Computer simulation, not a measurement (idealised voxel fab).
Module name: voxel air gaps (process module)
For reference, the cross-section in this document is cut, with width 200 nm and square cells of 5 nm.
The cross-sections in this document take the form of a grid made of square cells. They are written out as bands, in order from top to bottom. Each band consists of one or more rows of cells. Basically the band line says how high the top is and how high the bottom is, in nm, and then what's in it from left to right, every material with its width in nm. Empty space shows up as "empty", and if a single material carries "edge to edge" it runs the full band edge to edge. We count height from 0. Below that, the starting wafer is all one material. The lowest band never ends at the bottom but goes on down; see "from 0 down" for how that is written. The two numbers in a width such as "30->40" mark its ends across the band: the first belongs to the top row of cells, the second to the bottom row, and from each row to the next the width moves by the same amount. Step marked "nothing got changed"? Then no cell in the cross-section changed in it. The entry titled "Trapped void list" provides the empty spaces that have no open way to the top, restricted to those of 8 cells or more. Each is presented as width x height at distance, the distance being measured from the left edge, with all three in nm. On a step's line, text after the settings is the simulator commenting on that step. overlay nm: step with mask; distance mask lay right of planned place; negative value = left of planned place.

Steps in the process plan
- 1: RECEIVE,material Si
- 2: CONFORMAL_DEP,material SiO2,thk nm 15
- 3: CONFORMAL_DEP,material SiN,thk nm 5
- 4: DIRECTIONAL_DEP,material SiO2,thk nm 35
- 5: DIRECTIONAL_DEP,material aC,thk nm 15
- 6: PATTERN,tone open,mask id LINES,material resist,width nm 15,pitch nm 40,thk nm 35,overlay nm 0
- 7: DIRECTIONAL_ETCH,etch materials aC,depth nm 15
- 8: STRIP,etch materials resist
- 9: DIRECTIONAL_ETCH,etch materials SiO2,depth nm 35
- 10: STRIP,etch materials aC
- 11: CONFORMAL_DEP,material TiN,thk nm 5
- 12: FILL_DEP,material W,thk nm 5
- 13: CMP,height nm 55
- 14: EPI,material Ru,thk nm 10
- 15: SELECTIVE_ETCH,etch materials SiO2,depth nm 45
- 16: CONFORMAL_DEP,material SiCN,thk nm 5

Cross-sectional view of the wafer in its as-received condition, corresponding to the state after step 1
  from 0 down | Si edge to edge
  Trapped void list: none

First of two wafers at the end of the module, shown in cross-section; run carried out as planned
  from 70 to 65 | empty: 35, SiCN: 125, empty: 40
  from 65 to 55 | empty: 35, SiCN: 5, Ru: 35, SiCN: 5, Ru: 35, SiCN: 5, Ru: 35, SiCN: 5, empty: 40
  from 55 to 50 | empty: 35, SiCN: 15, TiN: 5, W: 5, TiN: 5, SiCN: 25, TiN: 5, W: 5, TiN: 5, SiCN: 25, TiN: 5, W: 5, TiN: 5, SiCN: 15, empty: 40
  from 50 to 25 | empty: 45, SiCN: 5, TiN: 5, W: 5, TiN: 5, SiCN: 5, empty: 15, SiCN: 5, TiN: 5, W: 5, TiN: 5, SiCN: 5, empty: 15, SiCN: 5, TiN: 5, W: 5, TiN: 5, SiCN: 5, empty: 50
  from 25 to 20 | SiCN: 50, TiN: 15, SiCN: 25, TiN: 15, SiCN: 25, TiN: 15, SiCN: 55
  from 20 to 15 | SiN edge to edge
  from 15 to 0 | SiO2 edge to edge
  from 0 down | Si edge to edge
  Trapped void list: 15 x 25 at 70; 15 x 25 at 110

Second wafer through the module, sectioned at the end: same beginning and same plan as the first wafer, with one mistake in carrying it out
  from 60 to 55 | SiCN edge to edge
  from 55 to 25 | SiO2: 50, TiN: 5, W: 5, TiN: 5, SiO2: 25, TiN: 5, W: 5, TiN: 5, SiO2: 25, TiN: 5, W: 5, TiN: 5, SiO2: 55
  from 25 to 20 | SiO2: 50, TiN: 15, SiO2: 25, TiN: 15, SiO2: 25, TiN: 15, SiO2: 55
  from 20 to 15 | SiN edge to edge
  from 15 to 0 | SiO2 edge to edge
  from 0 down | Si edge to edge
  Trapped void list: none
Misprocessing identified: not per plan at step 15, really ran SELECTIVE_ETCH,etch materials Ru,depth nm 45
FYI, end of process, the second wafer has more or fewer cells of some materials than the first: Ru -42; SiCN -70; SiO2 +217
Final count of closed voids per wafer: 2 in the first, 0 in the second.
